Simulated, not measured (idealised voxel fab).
process module | voxel transistor to metal
cross-section cut | 180 nm wide | cells 5 nm
A cross-section is a grid of square cells, given in bands from the top down. A band is one or more rows of cells.
Each band's line starts with the height of the band's top and of its bottom, in nm. Then come its materials from left to right, each with its width in nm. One material with "throughout" fills the band from edge to edge. "air" is empty space.
Height 0 is the level under which the wafer as received is all one material. The lowest band goes on downwards, as in "0 down".
A width such as "30 to 40" changes by the same amount from each row of cells to the next, from the band's top row to its bottom row.
"no change" after a step means that no cell of the cross-section changed.
closed voids: empty space of 8 cells or more with no open way to the top, each as width x height at its distance from the left edge, in nm
after a step's settings: what the simulator itself notes on the step
overlay nm, on a step with a mask: how far to the right of its planned place the mask lay; to the left if negative
plan
1 op RECEIVE | material Si
2 op CONFORMAL_DEP | material SiO2 | thk nm 5
3 op CONFORMAL_DEP | material SiN | thk nm 15
4 op MASKED_ETCH | tone cover | mask id ACTIVE | width nm 115 | etch materials SiN | depth nm 15 | overlay nm 0
5 op MASKED_ETCH | tone cover | mask id ACTIVE | width nm 115 | etch materials SiO2 | depth nm 5 | overlay nm 0
6 op MASKED_ETCH | tone cover | mask id ACTIVE | width nm 115 | etch materials Si | depth nm 25 | overlay nm 0
7 op OXIDIZE | depth nm 5
8 op FILL_DEP | material SiO2 | thk nm 10
9 op CMP | height nm 20
10 op SELECTIVE_ETCH | etch materials SiO2 | depth nm 15
11 op STRIP | etch materials SiN
12 op SELECTIVE_ETCH | etch materials SiO2 | depth nm 5
13 op OXIDIZE | depth nm 5
14 op DIRECTIONAL_DEP | material polySi | thk nm 30
15 op DIRECTIONAL_DEP | material SiCN | thk nm 15
16 op PATTERN | tone cover | mask id GATE | material resist | width nm 25 | thk nm 15 | overlay nm 0
17 op DIRECTIONAL_ETCH | etch materials SiCN | depth nm 25
18 op DIRECTIONAL_ETCH | etch materials polySi | depth nm 40
19 op STRIP | etch materials resist
20 op CONFORMAL_DEP | material SiN | thk nm 10
21 op DIRECTIONAL_ETCH | etch materials SiN | depth nm 10
22 op DIRECTIONAL_ETCH | etch materials SiO2 | depth nm 5
23 op DIRECTIONAL_ETCH | etch materials Si | depth nm 10
24 op EPI | material pSi | thk nm 15
25 op FILL_DEP | material SiO2 | thk nm 10
26 op CMP | height nm 45
27 op DIRECTIONAL_DEP | material SiO2 | thk nm 15
28 op DIRECTIONAL_DEP | material aC | thk nm 15
29 op PATTERN | tone open | mask id CONTACT | material resist | width nm 15 | pitch nm 80 | thk nm 30 | overlay nm 0
30 op DIRECTIONAL_ETCH | etch materials aC | depth nm 15
31 op STRIP | etch materials resist
32 op DIRECTIONAL_ETCH | etch materials SiO2 | depth nm 60
33 op STRIP | etch materials aC
34 op CONFORMAL_DEP | material TiN | thk nm 5
35 op FILL_DEP | material Ru | thk nm 5
36 op CMP | height nm 60
37 op CONFORMAL_DEP | material SiN | thk nm 5
38 op DIRECTIONAL_DEP | material SiO2 | thk nm 15
39 op DIRECTIONAL_DEP | material aC | thk nm 10
40 op PATTERN | tone open | mask id METAL_1 | material resist | width nm 15 | pitch nm 80 | thk nm 30 | overlay nm 0
41 op DIRECTIONAL_ETCH | etch materials aC | depth nm 10
42 op STRIP | etch materials resist
43 op DIRECTIONAL_ETCH | etch materials SiO2 | depth nm 15
44 op DIRECTIONAL_ETCH | etch materials SiN | depth nm 5
45 op STRIP | etch materials aC
46 op CONFORMAL_DEP | material TiN | thk nm 5
47 op FILL_DEP | material Ru | thk nm 5
48 op CMP | height nm 80
49 op CONFORMAL_DEP | material SiCN | thk nm 5
50 op DIRECTIONAL_DEP | material SiO2 | thk nm 30
51 op DIRECTIONAL_DEP | material aC | thk nm 10
52 op PATTERN | tone open | mask id METAL_2 | material resist | width nm 15 | pitch nm 80 | thk nm 25 | overlay nm 0
53 op DIRECTIONAL_ETCH | etch materials aC | depth nm 10
54 op STRIP | etch materials resist
55 op DIRECTIONAL_ETCH | etch materials SiO2 | depth nm 20
56 op STRIP | etch materials aC
57 op MASKED_ETCH | tone open | mask id METAL_2_HOLES | width nm 15 | pitch nm 80 | etch materials SiO2 | depth nm 10 | overlay nm 0
58 op MASKED_ETCH | tone open | mask id METAL_2_HOLES | width nm 15 | pitch nm 80 | etch materials SiCN | depth nm 5 | overlay nm 0
59 op CONFORMAL_DEP | material TiN | thk nm 5
60 op FILL_DEP | material Cu | thk nm 10
61 op CMP | height nm 115
62 op CONFORMAL_DEP | material SiN | thk nm 5
first wafer, as planned
as received, after step 1
  0 down: Si throughout
  closed voids: none
after step 2
  5 to 0: SiO2 throughout
  below 0: unchanged
after step 3
  20 to 5: SiN throughout
  below 5: unchanged
after step 4
  20 to 5: air 30 | SiN 115 | air 35
  below 5: unchanged
after step 5
  20 to 5: air 30 | SiN 115 | air 35
  5 to 0: air 30 | SiO2 115 | air 35
  below 0: unchanged
after step 6
  20 to 5: air 30 | SiN 115 | air 35
  5 to 0: air 30 | SiO2 115 | air 35
  0 to -25: air 30 | Si 115 | air 35
  below -25: unchanged
after step 7
  20 to 5: air 30 | SiN 115 | air 35
  5 to 0: air 30 | SiO2 115 | air 35
  0 to -25: air 30 | SiO2 5 | Si 105 | SiO2 5 | air 35
  -25 to -30: SiO2 35 | Si 105 | SiO2 40
  below -30: unchanged
after step 8
  30 to 20: SiO2 throughout
  20 to 5: SiO2 30 | SiN 115 | SiO2 35
  5 to 0: SiO2 throughout
  0 to -30: SiO2 35 | Si 105 | SiO2 40
  below -30: unchanged
after step 9
  20 to 5: SiO2 30 | SiN 115 | SiO2 35
  below 5: unchanged
after step 10
  20 to 5: air 30 | SiN 115 | air 35
  below 5: unchanged
after step 11
  5 to 0: SiO2 throughout
  below 0: unchanged
after step 12
  0 to -30: SiO2 35 | Si 105 | SiO2 40
  below -30: unchanged
after step 13
  0 to -5: SiO2 throughout
  below -5: unchanged
after step 14
  30 to 0: polySi throughout
  below 0: unchanged
after step 15
  45 to 30: SiCN throughout
  below 30: unchanged
after step 16
  60 to 45: air 75 | resist 25 | air 80
  below 45: unchanged
after step 17
  60 to 45: air 75 | resist 25 | air 80
  45 to 30: air 75 | SiCN 25 | air 80
  below 30: unchanged
after step 18
  60 to 45: air 75 | resist 25 | air 80
  45 to 30: air 75 | SiCN 25 | air 80
  30 to 0: air 75 | polySi 25 | air 80
  below 0: unchanged
after step 19
  45 to 30: air 75 | SiCN 25 | air 80
  below 30: unchanged
after step 20
  55 to 45: air 65 | SiN 45 | air 70
  45 to 30: air 65 | SiN 10 | SiCN 25 | SiN 10 | air 70
  30 to 10: air 65 | SiN 10 | polySi 25 | SiN 10 | air 70
  10 to 0: SiN 75 | polySi 25 | SiN 80
  below 0: unchanged
after step 21
  45 to 30: air 65 | SiN 10 | SiCN 25 | SiN 10 | air 70
  30 to 0: air 65 | SiN 10 | polySi 25 | SiN 10 | air 70
  below 0: unchanged
after step 22
  45 to 30: air 65 | SiN 10 | SiCN 25 | SiN 10 | air 70
  30 to 0: air 65 | SiN 10 | polySi 25 | SiN 10 | air 70
  0 to -5: air 65 | SiO2 45 | air 70
  below -5: unchanged
after step 23
  45 to 30: air 65 | SiN 10 | SiCN 25 | SiN 10 | air 70
  30 to 0: air 65 | SiN 10 | polySi 25 | SiN 10 | air 70
  0 to -5: air 65 | SiO2 45 | air 70
  -5 to -15: SiO2 35 | air 30 | Si 45 | air 30 | SiO2 40
  below -15: unchanged
after step 24
  45 to 30: air 65 | SiN 10 | SiCN 25 | SiN 10 | air 70
  30 to 10: air 65 | SiN 10 | polySi 25 | SiN 10 | air 70
  10 to 0: air 50 | pSi 15 | SiN 10 | polySi 25 | SiN 10 | pSi 15 | air 55
  0 to -5: air 30 | pSi 35 | SiO2 45 | pSi 35 | air 35
  -5 to -15: SiO2 35 | pSi 30 | Si 45 | pSi 30 | SiO2 40
  below -15: unchanged
after step 25
  55 to 45: SiO2 throughout
  45 to 30: SiO2 65 | SiN 10 | SiCN 25 | SiN 10 | SiO2 70
  30 to 10: SiO2 65 | SiN 10 | polySi 25 | SiN 10 | SiO2 70
  10 to 0: SiO2 50 | pSi 15 | SiN 10 | polySi 25 | SiN 10 | pSi 15 | SiO2 55
  0 to -5: SiO2 30 | pSi 35 | SiO2 45 | pSi 35 | SiO2 35
  below -5: unchanged
after step 26
  45 to 30: SiO2 65 | SiN 10 | SiCN 25 | SiN 10 | SiO2 70
  below 30: unchanged
after step 27
  60 to 45: SiO2 throughout
  below 45: unchanged
after step 28
  75 to 60: aC throughout
  below 60: unchanged
after step 29
  105 to 75: resist 40 | air 15 | resist 65 | air 15 | resist 45
  below 75: unchanged
after step 30
  90 to 75: resist 40 | air 15 | resist 65 | air 15 | resist 45
  75 to 60: aC 40 | air 15 | aC 65 | air 15 | aC 45
  below 60: unchanged
after step 31
  75 to 60: aC 40 | air 15 | aC 65 | air 15 | aC 45
  below 60: unchanged
after step 32
  75 to 60: aC 40 | air 15 | aC 65 | air 15 | aC 45
  60 to 45: SiO2 40 | air 15 | SiO2 65 | air 15 | SiO2 45
  45 to 30: SiO2 40 | air 15 | SiO2 10 | SiN 10 | SiCN 25 | SiN 10 | SiO2 10 | air 15 | SiO2 45
  30 to 10: SiO2 40 | air 15 | SiO2 10 | SiN 10 | polySi 25 | SiN 10 | SiO2 10 | air 15 | SiO2 45
  10 to 0: SiO2 40 | air 10 | pSi 15 | SiN 10 | polySi 25 | SiN 10 | pSi 15 | air 10 | SiO2 45
  below 0: unchanged
after step 33
  60 to 45: SiO2 40 | air 15 | SiO2 65 | air 15 | SiO2 45
  below 45: unchanged
after step 34
  65 to 60: TiN 45 | air 5 | TiN 75 | air 5 | TiN 50
  60 to 45: SiO2 40 | TiN 5 | air 5 | TiN 5 | SiO2 65 | TiN 5 | air 5 | TiN 5 | SiO2 45
  45 to 30: SiO2 40 | TiN 5 | air 5 | TiN 5 | SiO2 10 | SiN 10 | SiCN 25 | SiN 10 | SiO2 10 | TiN 5 | air 5 | TiN 5 | SiO2 45
  30 to 15: SiO2 40 | TiN 5 | air 5 | TiN 5 | SiO2 10 | SiN 10 | polySi 25 | SiN 10 | SiO2 10 | TiN 5 | air 5 | TiN 5 | SiO2 45
  15 to 10: SiO2 40 | TiN 15 | SiO2 10 | SiN 10 | polySi 25 | SiN 10 | SiO2 10 | TiN 15 | SiO2 45
  10 to 0: SiO2 40 | TiN 10 | pSi 15 | SiN 10 | polySi 25 | SiN 10 | pSi 15 | TiN 10 | SiO2 45
  below 0: unchanged
after step 35
  70 to 65: Ru throughout
  65 to 60: TiN 45 | Ru 5 | TiN 75 | Ru 5 | TiN 50
  60 to 45: SiO2 40 | TiN 5 | Ru 5 | TiN 5 | SiO2 65 | TiN 5 | Ru 5 | TiN 5 | SiO2 45
  45 to 30: SiO2 40 | TiN 5 | Ru 5 | TiN 5 | SiO2 10 | SiN 10 | SiCN 25 | SiN 10 | SiO2 10 | TiN 5 | Ru 5 | TiN 5 | SiO2 45
  30 to 15: SiO2 40 | TiN 5 | Ru 5 | TiN 5 | SiO2 10 | SiN 10 | polySi 25 | SiN 10 | SiO2 10 | TiN 5 | Ru 5 | TiN 5 | SiO2 45
  below 15: unchanged
after step 36
  60 to 45: SiO2 40 | TiN 5 | Ru 5 | TiN 5 | SiO2 65 | TiN 5 | Ru 5 | TiN 5 | SiO2 45
  below 45: unchanged
after step 37
  65 to 60: SiN throughout
  below 60: unchanged
after step 38
  80 to 65: SiO2 throughout
  below 65: unchanged
after step 39
  90 to 80: aC throughout
  below 80: unchanged
after step 40
  120 to 90: resist 40 | air 15 | resist 65 | air 15 | resist 45
  below 90: unchanged
after step 41
  110 to 90: resist 40 | air 15 | resist 65 | air 15 | resist 45
  90 to 80: aC 40 | air 15 | aC 65 | air 15 | aC 45
  below 80: unchanged
after step 42
  90 to 80: aC 40 | air 15 | aC 65 | air 15 | aC 45
  below 80: unchanged
after step 43
  90 to 80: aC 40 | air 15 | aC 65 | air 15 | aC 45
  80 to 65: SiO2 40 | air 15 | SiO2 65 | air 15 | SiO2 45
  below 65: unchanged
after step 44
  90 to 80: aC 40 | air 15 | aC 65 | air 15 | aC 45
  80 to 65: SiO2 40 | air 15 | SiO2 65 | air 15 | SiO2 45
  65 to 60: SiN 40 | air 15 | SiN 65 | air 15 | SiN 45
  below 60: unchanged
after step 45
  80 to 65: SiO2 40 | air 15 | SiO2 65 | air 15 | SiO2 45
  below 65: unchanged
after step 46
  85 to 80: TiN 45 | air 5 | TiN 75 | air 5 | TiN 50
  80 to 65: SiO2 40 | TiN 5 | air 5 | TiN 5 | SiO2 65 | TiN 5 | air 5 | TiN 5 | SiO2 45
  65 to 60: SiN 40 | TiN 15 | SiN 65 | TiN 15 | SiN 45
  below 60: unchanged
after step 47
  90 to 85: Ru throughout
  85 to 80: TiN 45 | Ru 5 | TiN 75 | Ru 5 | TiN 50
  80 to 65: SiO2 40 | TiN 5 | Ru 5 | TiN 5 | SiO2 65 | TiN 5 | Ru 5 | TiN 5 | SiO2 45
  below 65: unchanged
after step 48
  80 to 65: SiO2 40 | TiN 5 | Ru 5 | TiN 5 | SiO2 65 | TiN 5 | Ru 5 | TiN 5 | SiO2 45
  below 65: unchanged
after step 49
  85 to 80: SiCN throughout
  below 80: unchanged
after step 50
  115 to 85: SiO2 throughout
  below 85: unchanged
after step 51
  125 to 115: aC throughout
  below 115: unchanged
after step 52
  150 to 125: resist 40 | air 15 | resist 65 | air 15 | resist 45
  below 125: unchanged
after step 53
  140 to 125: resist 40 | air 15 | resist 65 | air 15 | resist 45
  125 to 115: aC 40 | air 15 | aC 65 | air 15 | aC 45
  below 115: unchanged
after step 54
  125 to 115: aC 40 | air 15 | aC 65 | air 15 | aC 45
  below 115: unchanged
after step 55
  125 to 115: aC 40 | air 15 | aC 65 | air 15 | aC 45
  115 to 95: SiO2 40 | air 15 | SiO2 65 | air 15 | SiO2 45
  below 95: unchanged
after step 56
  115 to 95: SiO2 40 | air 15 | SiO2 65 | air 15 | SiO2 45
  below 95: unchanged
after step 57
  115 to 85: SiO2 40 | air 15 | SiO2 65 | air 15 | SiO2 45
  below 85: unchanged
after step 58
  115 to 85: SiO2 40 | air 15 | SiO2 65 | air 15 | SiO2 45
  85 to 80: SiCN 40 | air 15 | SiCN 65 | air 15 | SiCN 45
  below 80: unchanged
after step 59
  120 to 115: TiN 45 | air 5 | TiN 75 | air 5 | TiN 50
  115 to 85: SiO2 40 | TiN 5 | air 5 | TiN 5 | SiO2 65 | TiN 5 | air 5 | TiN 5 | SiO2 45
  85 to 80: SiCN 40 | TiN 15 | SiCN 65 | TiN 15 | SiCN 45
  below 80: unchanged
after step 60
  130 to 120: Cu throughout
  120 to 115: TiN 45 | Cu 5 | TiN 75 | Cu 5 | TiN 50
  115 to 85: SiO2 40 | TiN 5 | Cu 5 | TiN 5 | SiO2 65 | TiN 5 | Cu 5 | TiN 5 | SiO2 45
  below 85: unchanged
after step 61
  115 to 85: SiO2 40 | TiN 5 | Cu 5 | TiN 5 | SiO2 65 | TiN 5 | Cu 5 | TiN 5 | SiO2 45
  below 85: unchanged
after step 62
  120 to 115: SiN throughout
  below 115: unchanged
second wafer: like start, like plan, one mistake. Through step 60 it matches the first wafer
when step 61 should have ended: no change
when step 62 should have ended
  135 to 130: SiN throughout
  below 130: unchanged
what went wrong: step 61 was left out
at the end the second wafer has, in cells: 74 more of Cu | 34 more of TiN
